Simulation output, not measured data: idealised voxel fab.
The process module that follows is named voxel capacitor over wiring.
Cross-section cut spans 160 nm and uses square cells 5 nm in size.
This document writes a cross-section as a grid whose cells are square, and gives it as bands, listed from the top down; one or more rows of cells form a band. Within each band entry, the heights of the top and of the bottom of the band appear first, in that order and in nm; the materials of the band then follow from left to right, each with its corresponding width in nm. The designation "edge to edge" on a single material indicates that it fills the band from edge to edge; the designation "air" indicates empty space. Zero point of the height axis is 0; under it, received wafer = one material. Lowest band: continues down indefinitely, "top 0, no bottom". Note: "30 to 40" means the width goes from the first number (top row of the band) to the second number (bottom row) in equal steps per row of cells. When a step is marked "no modification", none of the cells in the cross-section changed during that step. "Enclosed cavity list" means: voids of 8 cells or more that are shut off from the top with no open way through. Written width x height at distance, distance from the left edge, in nm. Where a step's line continues beyond its settings, the continuation is a remark by the simulator itself on that step. overlay nm: mask offset rightward from planned place, masked step; negative means leftward offset.
The planned process steps are enumerated hereunder
| 1 | RECEIVE: material Si |
| 2 | CONFORMAL_DEP: material SiO2, thk nm 10 |
| 3 | DIRECTIONAL_DEP: material TiN, thk nm 5 |
| 4 | DIRECTIONAL_DEP: material Ru, thk nm 15 |
| 5 | PATTERN: tone cover, mask id METAL_1, material resist, width nm 25, pitch nm 95, thk nm 20, overlay nm 0 |
| 6 | DIRECTIONAL_ETCH: etch materials Ru, depth nm 15 |
| 7 | DIRECTIONAL_ETCH: etch materials TiN, depth nm 5 |
| 8 | STRIP: etch materials resist |
| 9 | CONFORMAL_DEP: material SiCN, thk nm 5 |
| 10 | FILL_DEP: material SiO2, thk nm 5 |
| 11 | CMP: height nm 30 |
| 12 | CONFORMAL_DEP: material SiCN, thk nm 5 |
| 13 | DIRECTIONAL_DEP: material SiO2, thk nm 15 |
| 14 | DIRECTIONAL_DEP: material aC, thk nm 10 |
| 15 | PATTERN: tone open, mask id PLUG_1, material resist, width nm 15, thk nm 25, overlay nm 0 |
| 16 | DIRECTIONAL_ETCH: etch materials aC, depth nm 10 |
| 17 | STRIP: etch materials resist |
| 18 | DIRECTIONAL_ETCH: etch materials SiO2, depth nm 15 |
| 19 | DIRECTIONAL_ETCH: etch materials SiCN, depth nm 5 |
| 20 | STRIP: etch materials aC |
| 21 | CONFORMAL_DEP: material TiN, thk nm 5 |
| 22 | FILL_DEP: material Cu, thk nm 5 |
| 23 | CMP: height nm 50 |
| 24 | DIRECTIONAL_DEP: material TiN, thk nm 10 |
| 25 | DIRECTIONAL_DEP: material HfO2, thk nm 5 |
| 26 | DIRECTIONAL_DEP: material TiN, thk nm 10 |
| 27 | DIRECTIONAL_DEP: material aC, thk nm 10 |
| 28 | PATTERN: tone cover, mask id UPPER_PLATE, material resist, width nm 75, thk nm 30, overlay nm 0 |
| 29 | DIRECTIONAL_ETCH: etch materials aC, depth nm 10 |
| 30 | STRIP: etch materials resist |
| 31 | DIRECTIONAL_ETCH: etch materials TiN, depth nm 10 |
| 32 | DIRECTIONAL_ETCH: etch materials HfO2, depth nm 5 |
| 33 | STRIP: etch materials aC |
| 34 | DIRECTIONAL_DEP: material aC, thk nm 10 |
| 35 | PATTERN: tone cover, mask id LOWER_PLATE, material resist, width nm 85, thk nm 25, overlay nm 0 |
| 36 | DIRECTIONAL_ETCH: etch materials aC, depth nm 10 |
| 37 | STRIP: etch materials resist |
| 38 | DIRECTIONAL_ETCH: etch materials TiN, depth nm 10 |
| 39 | STRIP: etch materials aC |
| 40 | FILL_DEP: material SiO2, thk nm 20 |
| 41 | CMP: height nm 90 |
| 42 | MASKED_ETCH: tone open, mask id PLUG_2, width nm 15, etch materials SiO2, depth nm 15, overlay nm 0 |
| 43 | CONFORMAL_DEP: material TiN, thk nm 5 |
| 44 | FILL_DEP: material Cu, thk nm 5 |
| 45 | CMP: height nm 90 |
| 46 | CONFORMAL_DEP: material SiN, thk nm 5 |
As-received state of the wafer in cross-section, equivalent to post-step 1
    top 0, no bottom: Si edge to edge
    Enclosed cavity list: none
Figure: cross-sectional view of the wafer upon completion of the module, processed from the initial state and according to the plan depicted above, with one error introduced during execution
    top 95, bottom 90: SiN edge to edge
    top 90, bottom 80: 40 of SiO2  5 of TiN  5 of Cu  5 of TiN  105 of SiO2
    top 80, bottom 75: 40 of SiO2  15 of TiN  105 of SiO2
    top 75, bottom 65: 40 of SiO2  70 of TiN  50 of SiO2
    top 65, bottom 60: 40 of SiO2  75 of HfO2  45 of SiO2
    top 60, bottom 50: 25 of SiO2  90 of TiN  45 of SiO2
    top 50, bottom 35: 30 of SiO2  5 of TiN  5 of Cu  5 of TiN  115 of SiO2
    top 35, bottom 30: 30 of SiCN  15 of TiN  115 of SiCN
    top 30, bottom 15: 15 of SiO2  5 of SiCN  25 of Ru  5 of SiCN  60 of SiO2  5 of SiCN  25 of Ru  5 of SiCN  15 of SiO2
    top 15, bottom 10: 20 of SiCN  25 of TiN  70 of SiCN  25 of TiN  20 of SiCN
    top 10, bottom 0: SiO2 edge to edge
    top 0, no bottom: Si edge to edge
    Enclosed cavity list: none
In executing the process, a mistake was made relative to the plan: step 28 changed vs plan, executed as PATTERN: tone cover, mask id UPPER_PLATE, material resist, width nm 75, thk nm 30, overlay nm 10
